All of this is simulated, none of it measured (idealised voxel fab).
Proc. module: voxel double patterning
Xsec cut, 235 nm wide, square cell size 5 nm.
Format of a cross-section: grid, square cells. Given as bands. Order: top down. Band: one or more rows of cells.
Read a band's entry like this: the first values are the height of its top and the height of its bottom in nm, and what follows is the sequence of materials from left to right, each with its width in nm. Note that "air" is empty space, and that a single material marked "throughout" reaches across the band from edge to edge.
All heights in this document are referenced to 0, defined as the level beneath which the wafer, as received, consists entirely of one material. The lowest band is not bounded below; it extends indefinitely downward and is written in the form "0 -> down".
Per-row width for "30 to 40": begins at first number (top row of band), ends at second number (bottom row), increment between rows held constant.
Where the words "no change" appear for a step, the cross-section shows no cell changed by that step; every cell remained as before.
Entry "Enclosed cavities" = empty spaces >= 8 cells with no open way to the top; each as width x height at distance, distance from left edge, all nm.
That trailing text on a step's line, after the settings, is the simulator's own remark on the step.
overlay nm: right-of-plan distance of the mask on a masked step; negative values mean left-of-plan.
-- Below is the list of planned process steps
1: RECEIVE [material Si]
2: CONFORMAL_DEP [material SiO2] [thk nm 10]
3: DIRECTIONAL_DEP [material W] [thk nm 15]
4: DIRECTIONAL_DEP [material SiN] [thk nm 10]
5: DIRECTIONAL_DEP [material aC] [thk nm 15]
6: PATTERN [tone open] [mask id FIRST] [material resist] [width nm 15] [pitch nm 50] [thk nm 35] [overlay nm 0]
7: DIRECTIONAL_ETCH [etch materials aC] [depth nm 15]
8: STRIP [etch materials resist]
9: DIRECTIONAL_ETCH [etch materials SiN] [depth nm 10]
10: STRIP [etch materials aC]
11: PATTERN [tone open] [mask id SECOND] [material resist] [width nm 15] [pitch nm 50] [thk nm 15] [overlay nm 0]
12: DIRECTIONAL_ETCH [etch materials SiN] [depth nm 10]
13: STRIP [etch materials resist]
14: DIRECTIONAL_ETCH [etch materials W] [depth nm 15]
15: STRIP [etch materials SiN]
-- Cross-section of the incoming wafer, state after step 1
- 0 -> down | Si throughout
- Enclosed cavities: none
-- Looking at the first of two wafers in cross-section at end of module - ran to plan
- 25 -> 10 | 60 nm W, 15 nm air, 10 nm W, 15 nm air, 10 nm W, 15 nm air, 10 nm W, 15 nm air, 10 nm W, 15 nm air, 60 nm W
- 10 -> 0 | SiO2 throughout
- 0 -> down | Si throughout
- Enclosed cavities: none
-- Cross-sectional image of the second wafer of the two following completion of the module. Starting state and process plan were the same as for the first wafer; one execution error occurred
- 15 -> 0 | 60 nm W, 15 nm air, 10 nm W, 15 nm air, 10 nm W, 15 nm air, 10 nm W, 15 nm air, 10 nm W, 15 nm air, 60 nm W
- 0 -> down | Si throughout
- Enclosed cavities: none
What was done differently from what was planned? the plan's step 2 was left out and never carried out
Per the end-of-run cell counts, the second wafer holds more or fewer of some materials than the first: 94 fewer of SiO2
